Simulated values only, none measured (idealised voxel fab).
Presented below is a process module, voxel released beams.
The cross-section shown here is cut; it is 260 nm wide and divided into square cells measuring 5 nm on a side.
Cross-section = grid of square cells, listed top down in bands; band = one or more rows.
Within each band entry, the heights of the top and of the bottom of the band appear first, in that order and in nm; the materials of the band then follow from left to right, each with its corresponding width in nm. The designation "full width" on a single material indicates that it fills the band from edge to edge; the designation "blank" indicates empty space.
For the purposes of this specification, 0 denotes the height below which the wafer in its as-received condition is composed wholly of one material, and the lowermost band, lacking a lower limit, extends downward without end, as expressed in "0 and below".
Top row gets the first number, bottom row gets the second, and each row in between changes by the same step: that is how a band width like "30 to 40" works.
Take "stayed the same" at face value: in the step it is given for, the cross-section changed in none of its cells.
In "Closed void catalog" the enclosed voids are listed, meaning empty spaces of 8 cells or larger without any opening to the top. The form is width x height at distance, distance from the left edge, units nm.
That trailing text on a step's line, after the settings, is the simulator's own remark on the step.
overlay nm: where the mask lay relative to plan, measured to the right, on steps with a mask; negatives go left.

# Planned step list for the process
1 op RECEIVE | material Si
2 op CONFORMAL_DEP | material Al2O3 | thk nm 10
3 op DIRECTIONAL_DEP | material SiO2 | thk nm 20
4 op MASKED_ETCH | tone open | mask id ANCHOR | width nm 45 | etch materials SiO2 | depth nm 20 | overlay nm 0
5 op CONFORMAL_DEP | material W | thk nm 15
6 op MASKED_ETCH | tone cover | mask id BEAM | width nm 95 | etch materials W | depth nm 15 | overlay nm 0
7 op STRIP | etch materials SiO2

# What follows covers the first of two wafers; it ran as planned

# Cross-section: wafer on arrival = after step 1
* 0 and below: Si full width
* Closed void catalog: none

# Presented here is a cross-section of the wafer after step 2 has been performed
* 10 down to 0: Al2O3 full width
* Whatever lies below 0 is exactly as it was before.

# Presented here is a cross-section of the wafer after step 3 has been performed
* 30 down to 10: SiO2 full width
* Whatever lies below 10 is exactly as it was before.

# Presented here is a cross-section of the wafer after step 4 has been performed
* 30 down to 10: 85 SiO2 / 45 blank / 130 SiO2
* Whatever lies below 10 is exactly as it was before.

# Presented here is a cross-section of the wafer after step 5 has been performed
* 45 down to 30: 100 W / 15 blank / 145 W
* 30 down to 25: 85 SiO2 / 15 W / 15 blank / 15 W / 130 SiO2
* 25 down to 10: 85 SiO2 / 45 W / 130 SiO2
* Whatever lies below 10 is exactly as it was before.

# Presented here is a cross-section of the wafer after step 6 has been performed
* 45 down to 30: 80 blank / 20 W / 15 blank / 60 W / 85 blank
* Whatever lies below 30 is exactly as it was before.

# Presented here is a cross-section of the wafer after step 7 has been performed
* 45 down to 30: 80 blank / 20 W / 15 blank / 60 W / 85 blank
* 30 down to 25: 85 blank / 15 W / 15 blank / 15 W / 130 blank
* 25 down to 10: 85 blank / 45 W / 130 blank
* Whatever lies below 10 is exactly as it was before.

# The remaining wafer, second of the two, started like the first and was run to the same plan, except that one mistake was made along the way; the two coincide through step 4, inclusive

# Second wafer shown in cross-section at the time step 5 was slated to end
* 60 down to 30: W full width
* 30 down to 10: 85 SiO2 / 45 W / 130 SiO2
* Whatever lies below 10 is exactly as it was before.

# Second wafer shown in cross-section at the time step 6 was slated to end
* 60 down to 45: 80 blank / 95 W / 85 blank
* Whatever lies below 45 is exactly as it was before.

Second wafer shown in cross-section at the time step 7 was slated to end: stayed the same
The mistake made against the process plan was this: step 5 of the plan was carried out twice
Final difference in cells, second wafer against first, listed per material as more or fewer: +172 SiO2, +168 W
